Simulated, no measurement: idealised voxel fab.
Process module heading - voxel released beams
It is cross-section cut that appears here, measuring 245 nm in width, its square cells being 5 nm in size.
Square cells in a grid make up a cross-section in this document, and the grid is given as bands, listed from the top down, each one or more rows of cells. Heads up on the band format: heights come first, top then bottom, in nm. After that it's the materials left to right, each with its width in nm. A single material flagged "everywhere" fills the whole band edge to edge, and "blank" means there's empty space there. Where do heights start? At 0: under that level the wafer as delivered is made of one material only. And the lowest band has no floor; it just carries on downward, as in "top 0, no bottom". You'd read "30 to 40" like this: the band's top row of cells is as wide as the first number, its bottom row is as wide as the second, and going down, every row changes width by the same amount as the row before did. "everything unchanged" -> step changed no cross-section cell. "Enclosed empty spaces" means: voids of 8 cells or more that are shut off from the top with no open way through. Written width x height at distance, distance from the left edge, in nm. On a step's line, text after the settings is the simulator commenting on that step. Steps that use a mask can have "overlay nm" on their line. It says how far the mask sat to the right of where it was meant to be. Negative means to the left.
### Process steps foreseen in the plan
- 1: op RECEIVE | material Si
- 2: op CONFORMAL_DEP | material Al2O3 | thk nm 10
- 3: op DIRECTIONAL_DEP | material SiO2 | thk nm 20
- 4: op MASKED_ETCH | tone open | mask id ANCHOR | width nm 45 | etch materials SiO2 | depth nm 20 | overlay nm 0
- 5: op CONFORMAL_DEP | material polySi | thk nm 15
- 6: op MASKED_ETCH | tone cover | mask id BEAM | width nm 95 | etch materials polySi | depth nm 15 | overlay nm 0
- 7: op STRIP | etch materials SiO2
What sets these wafers apart? The width nm at step 6. They all start alike, and the plan carries the first wafer's value.
### The first of several wafers, as received after step 1, seen in section
	top 0, no bottom = Si everywhere
	Enclosed empty spaces: none
### End of module, by wafer: material-by-material cell gain (+) or loss (-) since receipt, then closed voids
width nm 95, +98 Al2O3, +81 polySi, Enclosed empty spaces: none
width nm 100, +98 Al2O3, +84 polySi, Enclosed empty spaces: none
width nm 105, +98 Al2O3, +87 polySi, Enclosed empty spaces: none
width nm 110, +98 Al2O3, +90 polySi, Enclosed empty spaces: none
width nm 115, +98 Al2O3, +93 polySi, Enclosed empty spaces: none
width nm 120, +98 Al2O3, +96 polySi, Enclosed empty spaces: none
